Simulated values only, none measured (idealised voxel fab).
A process module follows: voxel self aligned vias.
In the cross-section labelled cut, the width is 220 nm and each square cell is 5 nm.
Reading order for cross-sections: top band down to bottom band. Underlying form: a grid of square cells. Band size: one or more rows of cells. Read a band's entry like this: the first values are the height of its top and the height of its bottom in nm, and what follows is the sequence of materials from left to right, each with its width in nm. Note that "blank" is empty space, and that a single material marked "full width" reaches across the band from edge to edge. Heights are reckoned from 0. Under this level, the received wafer is all of one material. The bottommost band is open-ended downward, for example "0 down". Graded width ("30 to 40"): value in top row of band = first number; value in bottom row = second number; row-to-row change constant. It should be understood that the words "all unchanged", when stated for a given step, signify that the cross-section underwent no change in any of its cells during that step. The list in "Enclosed internal cavities" covers empty spaces of 8 cells or more that cannot reach the top through any open way, and it gives each as width x height at distance; the distance is from the left edge, and width, height and distance are in nm. Note: text after step settings on the step line = simulator remark on that step. overlay nm: for a step with a mask, the amount by which the mask lay right of where it was planned; a negative amount means left of it.

-- Process steps foreseen in the plan
step 1: RECEIVE with material Si
step 2: CONFORMAL_DEP with material SiO2, thk nm 15
step 3: CONFORMAL_DEP with material SiCN, thk nm 5
step 4: DIRECTIONAL_DEP with material lowk, thk nm 30
step 5: MASKED_ETCH with tone open, mask id LINES, width nm 25, pitch nm 50, etch materials lowk, depth nm 30, overlay nm 0
step 6: CONFORMAL_DEP with material TiN, thk nm 5
step 7: FILL_DEP with material W, thk nm 5
step 8: CMP with height nm 50
step 9: SELECTIVE_ETCH with etch materials W Ru TiN, depth nm 5
step 10: FILL_DEP with material SiN, thk nm 10
step 11: CMP with height nm 50
step 12: DIRECTIONAL_DEP with material lowk, thk nm 20
step 13: PATTERN with tone open, mask id VIAS, material resist, width nm 35, pitch nm 50, thk nm 15, overlay nm 0
step 14: DIRECTIONAL_ETCH with etch materials lowk, depth nm 20
step 15: DIRECTIONAL_ETCH with etch materials SiN, depth nm 5
step 16: STRIP with etch materials resist
step 17: CONFORMAL_DEP with material TiN, thk nm 5
step 18: FILL_DEP with material Cu, thk nm 5
step 19: CMP with height nm 70
step 20: CONFORMAL_DEP with material SiN, thk nm 5

-- Wafer at receipt (post step 1), cross-section
0 down | Si full width
Enclosed internal cavities: none

-- Starting structure and process plan are as shown above, but one mistake was made in running the module; the wafer cross-section at the end of the module follows
75 to 70 | SiN full width
70 to 55 | 40 lowk; 5 TiN; 25 Cu; 5 TiN; 15 lowk; 5 TiN; 25 Cu; 5 TiN; 15 lowk; 5 TiN; 25 Cu; 5 TiN; 45 lowk
55 to 50 | 40 lowk; 10 TiN; 15 Cu; 10 TiN; 15 lowk; 10 TiN; 15 Cu; 10 TiN; 15 lowk; 10 TiN; 15 Cu; 10 TiN; 45 lowk
50 to 45 | 45 lowk; 25 TiN; 25 lowk; 25 TiN; 25 lowk; 25 TiN; 50 lowk
45 to 25 | 45 lowk; 5 TiN; 15 W; 5 TiN; 25 lowk; 5 TiN; 15 W; 5 TiN; 25 lowk; 5 TiN; 15 W; 5 TiN; 50 lowk
25 to 20 | 45 lowk; 25 TiN; 25 lowk; 25 TiN; 25 lowk; 25 TiN; 50 lowk
20 to 15 | SiCN full width
15 to 0 | Cu full width
0 down | Si full width
Enclosed internal cavities: none
The mistake made against the process plan was this: planned and actual differ for step 2; actual: CONFORMAL_DEP with material Cu, thk nm 15
